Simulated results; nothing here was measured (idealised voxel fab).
The document below concerns the process module designated voxel air gaps.
Section shown: cut. Width: 290 nm. Cell size: 5 nm, square.
If you're reading a cross-section in this doc, picture square cells in a grid; it comes to you as bands, top ones listed first down to the bottom, and a band can be one or more rows of cells.
In this notation a band is specified by the heights of its top and bottom, in that order and in nm, after which its materials appear from left to right, each paired with its width in nm. The word "edge to edge" attached to a single material means that material fills the band from edge to edge; the word "blank" stands for empty space.
For the purposes of this specification, 0 denotes the height below which the wafer in its as-received condition is composed wholly of one material, and the lowermost band, lacking a lower limit, extends downward without end, as expressed in "0 -> down".
The two numbers in a width such as "30->40" mark its ends across the band: the first belongs to the top row of cells, the second to the bottom row, and from each row to the next the width moves by the same amount.
Any step labelled "no change" changed none of the cells in the cross-section.
This entry, "Closed empty spaces", enumerates those empty regions of no fewer than 8 cells that possess no open connection to the top. Each region is reported in the form width x height at distance, the distance being taken from the left edge, with all three quantities expressed in nm.
Where a step's line continues beyond its settings, the continuation is a remark by the simulator itself on that step.
overlay nm: on a step with a mask, how far right of its planned place the mask lay; negative means left.

# Planned step list for the process
1 RECEIVE [material Si]
2 CONFORMAL_DEP [material SiO2] [thk nm 15]
3 CONFORMAL_DEP [material SiN] [thk nm 5]
4 DIRECTIONAL_DEP [material SiO2] [thk nm 30]
5 DIRECTIONAL_DEP [material aC] [thk nm 10]
6 PATTERN [tone open] [mask id LINES] [material resist] [width nm 15] [pitch nm 45] [thk nm 30] [overlay nm 0]
7 DIRECTIONAL_ETCH [etch materials aC] [depth nm 10]
8 STRIP [etch materials resist]
9 DIRECTIONAL_ETCH [etch materials SiO2] [depth nm 30]
10 STRIP [etch materials aC]
11 CONFORMAL_DEP [material TiN] [thk nm 5]
12 FILL_DEP [material Ru] [thk nm 10]
13 CMP [height nm 50]
14 EPI [material Ru] [thk nm 10]
15 SELECTIVE_ETCH [etch materials SiO2] [depth nm 40]
16 CONFORMAL_DEP [material SiN] [thk nm 5]

# The following pertains to the first of two wafers, which was processed as planned

# Shown in cross-section is the wafer as received, that is, as it stands after step 1
  0 -> down = Si edge to edge
  Closed empty spaces: none

# after step 2
  15 -> 0 = SiO2 edge to edge
  Below a height of 0, the structure has not been altered.

# after step 3
  20 -> 15 = SiN edge to edge
  Below a height of 15, the structure has not been altered.

# after step 4
  50 -> 20 = SiO2 edge to edge
  Below a height of 20, the structure has not been altered.

# after step 5
  60 -> 50 = aC edge to edge
  Below a height of 50, the structure has not been altered.

# after step 6
  90 -> 60 = resist: 70, blank: 15, resist: 30, blank: 15, resist: 30, blank: 15, resist: 30, blank: 15, resist: 70
  Below a height of 60, the structure has not been altered.

# after step 7
  80 -> 60 = resist: 70, blank: 15, resist: 30, blank: 15, resist: 30, blank: 15, resist: 30, blank: 15, resist: 70
  60 -> 50 = aC: 70, blank: 15, aC: 30, blank: 15, aC: 30, blank: 15, aC: 30, blank: 15, aC: 70
  Below a height of 50, the structure has not been altered.

# after step 8
  60 -> 50 = aC: 70, blank: 15, aC: 30, blank: 15, aC: 30, blank: 15, aC: 30, blank: 15, aC: 70
  Below a height of 50, the structure has not been altered.

# after step 9
  60 -> 50 = aC: 70, blank: 15, aC: 30, blank: 15, aC: 30, blank: 15, aC: 30, blank: 15, aC: 70
  50 -> 20 = SiO2: 70, blank: 15, SiO2: 30, blank: 15, SiO2: 30, blank: 15, SiO2: 30, blank: 15, SiO2: 70
  Below a height of 20, the structure has not been altered.

# after step 10
  50 -> 20 = SiO2: 70, blank: 15, SiO2: 30, blank: 15, SiO2: 30, blank: 15, SiO2: 30, blank: 15, SiO2: 70
  Below a height of 20, the structure has not been altered.

# after step 11
  55 -> 50 = TiN: 75, blank: 5, TiN: 40, blank: 5, TiN: 40, blank: 5, TiN: 40, blank: 5, TiN: 75
  50 -> 25 = SiO2: 70, TiN: 5, blank: 5, TiN: 5, SiO2: 30, TiN: 5, blank: 5, TiN: 5, SiO2: 30, TiN: 5, blank: 5, TiN: 5, SiO2: 30, TiN: 5, blank: 5, TiN: 5, SiO2: 70
  25 -> 20 = SiO2: 70, TiN: 15, SiO2: 30, TiN: 15, SiO2: 30, TiN: 15, SiO2: 30, TiN: 15, SiO2: 70
  Below a height of 20, the structure has not been altered.

# after step 12
  65 -> 55 = Ru edge to edge
  55 -> 50 = TiN: 75, Ru: 5, TiN: 40, Ru: 5, TiN: 40, Ru: 5, TiN: 40, Ru: 5, TiN: 75
  50 -> 25 = SiO2: 70, TiN: 5, Ru: 5, TiN: 5, SiO2: 30, TiN: 5, Ru: 5, TiN: 5, SiO2: 30, TiN: 5, Ru: 5, TiN: 5, SiO2: 30, TiN: 5, Ru: 5, TiN: 5, SiO2: 70
  Below a height of 25, the structure has not been altered.

# after step 13
  50 -> 25 = SiO2: 70, TiN: 5, Ru: 5, TiN: 5, SiO2: 30, TiN: 5, Ru: 5, TiN: 5, SiO2: 30, TiN: 5, Ru: 5, TiN: 5, SiO2: 30, TiN: 5, Ru: 5, TiN: 5, SiO2: 70
  Below a height of 25, the structure has not been altered.

# after step 14
  60 -> 50 = blank: 60, Ru: 35, blank: 10, Ru: 35, blank: 10, Ru: 35, blank: 10, Ru: 35, blank: 60
  Below a height of 50, the structure has not been altered.

# after step 15
  60 -> 50 = blank: 60, Ru: 35, blank: 10, Ru: 35, blank: 10, Ru: 35, blank: 10, Ru: 35, blank: 60
  50 -> 25 = blank: 70, TiN: 5, Ru: 5, TiN: 5, blank: 30, TiN: 5, Ru: 5, TiN: 5, blank: 30, TiN: 5, Ru: 5, TiN: 5, blank: 30, TiN: 5, Ru: 5, TiN: 5, blank: 70
  25 -> 20 = blank: 70, TiN: 15, blank: 30, TiN: 15, blank: 30, TiN: 15, blank: 30, TiN: 15, blank: 70
  Below a height of 20, the structure has not been altered.

# after step 16
  65 -> 60 = blank: 55, SiN: 180, blank: 55
  60 -> 50 = blank: 55, SiN: 5, Ru: 35, SiN: 10, Ru: 35, SiN: 10, Ru: 35, SiN: 10, Ru: 35, SiN: 5, blank: 55
  50 -> 45 = blank: 55, SiN: 15, TiN: 5, Ru: 5, TiN: 5, SiN: 30, TiN: 5, Ru: 5, TiN: 5, SiN: 30, TiN: 5, Ru: 5, TiN: 5, SiN: 30, TiN: 5, Ru: 5, TiN: 5, SiN: 15, blank: 55
  45 -> 25 = blank: 65, SiN: 5, TiN: 5, Ru: 5, TiN: 5, SiN: 5, blank: 20, SiN: 5, TiN: 5, Ru: 5, TiN: 5, SiN: 5, blank: 20, SiN: 5, TiN: 5, Ru: 5, TiN: 5, SiN: 5, blank: 20, SiN: 5, TiN: 5, Ru: 5, TiN: 5, SiN: 5, blank: 65
  25 -> 20 = SiN: 70, TiN: 15, SiN: 30, TiN: 15, SiN: 30, TiN: 15, SiN: 30, TiN: 15, SiN: 70
  Below a height of 20, the structure has not been altered.
  Closed empty spaces: 20 x 20 at 90; 20 x 20 at 135; 20 x 20 at 180

# Here the second wafer is described. Its start and its plan were those of the first wafer. Its run contained one mistake. Up to and including step 5, it did exactly what the first wafer did

# Cross-section of the second wafer at the time step 6 of the plan should have ended
  90 -> 60 = blank: 70, resist: 15, blank: 30, resist: 15, blank: 30, resist: 15, blank: 30, resist: 15, blank: 70
  Below a height of 60, the structure has not been altered.

# Cross-section of the second wafer at the time step 7 of the plan should have ended
  80 -> 60 = blank: 70, resist: 15, blank: 30, resist: 15, blank: 30, resist: 15, blank: 30, resist: 15, blank: 70
  60 -> 50 = blank: 70, aC: 15, blank: 30, aC: 15, blank: 30, aC: 15, blank: 30, aC: 15, blank: 70
  Below a height of 50, the structure has not been altered.

# Cross-section of the second wafer at the time step 8 of the plan should have ended
  60 -> 50 = blank: 70, aC: 15, blank: 30, aC: 15, blank: 30, aC: 15, blank: 30, aC: 15, blank: 70
  Below a height of 50, the structure has not been altered.

# Cross-section of the second wafer at the time step 9 of the plan should have ended
  60 -> 50 = blank: 70, aC: 15, blank: 30, aC: 15, blank: 30, aC: 15, blank: 30, aC: 15, blank: 70
  50 -> 20 = blank: 70, SiO2: 15, blank: 30, SiO2: 15, blank: 30, SiO2: 15, blank: 30, SiO2: 15, blank: 70
  Below a height of 20, the structure has not been altered.

# Cross-section of the second wafer at the time step 10 of the plan should have ended
  50 -> 20 = blank: 70, SiO2: 15, blank: 30, SiO2: 15, blank: 30, SiO2: 15, blank: 30, SiO2: 15, blank: 70
  Below a height of 20, the structure has not been altered.

# Cross-section of the second wafer at the time step 11 of the plan should have ended
  55 -> 50 = blank: 65, TiN: 25, blank: 20, TiN: 25, blank: 20, TiN: 25, blank: 20, TiN: 25, blank: 65
  50 -> 25 = blank: 65, TiN: 5, SiO2: 15, TiN: 5, blank: 20, TiN: 5, SiO2: 15, TiN: 5, blank: 20, TiN: 5, SiO2: 15, TiN: 5, blank: 20, TiN: 5, SiO2: 15, TiN: 5, blank: 65
  25 -> 20 = TiN: 70, SiO2: 15, TiN: 30, SiO2: 15, TiN: 30, SiO2: 15, TiN: 30, SiO2: 15, TiN: 70
  Below a height of 20, the structure has not been altered.

# Cross-section of the second wafer at the time step 12 of the plan should have ended
  65 -> 55 = Ru edge to edge
  55 -> 50 = Ru: 65, TiN: 25, Ru: 20, TiN: 25, Ru: 20, TiN: 25, Ru: 20, TiN: 25, Ru: 65
  50 -> 25 = Ru: 65, TiN: 5, SiO2: 15, TiN: 5, Ru: 20, TiN: 5, SiO2: 15, TiN: 5, Ru: 20, TiN: 5, SiO2: 15, TiN: 5, Ru: 20, TiN: 5, SiO2: 15, TiN: 5, Ru: 65
  Below a height of 25, the structure has not been altered.

# Cross-section of the second wafer at the time step 13 of the plan should have ended
  50 -> 25 = Ru: 65, TiN: 5, SiO2: 15, TiN: 5, Ru: 20, TiN: 5, SiO2: 15, TiN: 5, Ru: 20, TiN: 5, SiO2: 15, TiN: 5, Ru: 20, TiN: 5, SiO2: 15, TiN: 5, Ru: 65
  Below a height of 25, the structure has not been altered.

# Cross-section of the second wafer at the time step 14 of the plan should have ended
  60 -> 50 = Ru edge to edge
  Below a height of 50, the structure has not been altered.

Cross-section of the second wafer at the time step 15 of the plan should have ended: no change

# Cross-section of the second wafer at the time step 16 of the plan should have ended
  65 -> 60 = SiN edge to edge
  Below a height of 60, the structure has not been altered.
Plan not followed: step 6 did not use the planned setting and instead ran as PATTERN [tone cover] [mask id LINES] [material resist] [width nm 15] [pitch nm 45] [thk nm 30] [overlay nm 0]
Upon completion, the second wafer contains, in terms of cells, a greater or smaller amount of certain materials than the first wafer: Ru: 230 more; SiN: 96 fewer; SiO2: 72 more; TiN: 34 more
closed voids at the end (first wafer, second wafer): 3, 0
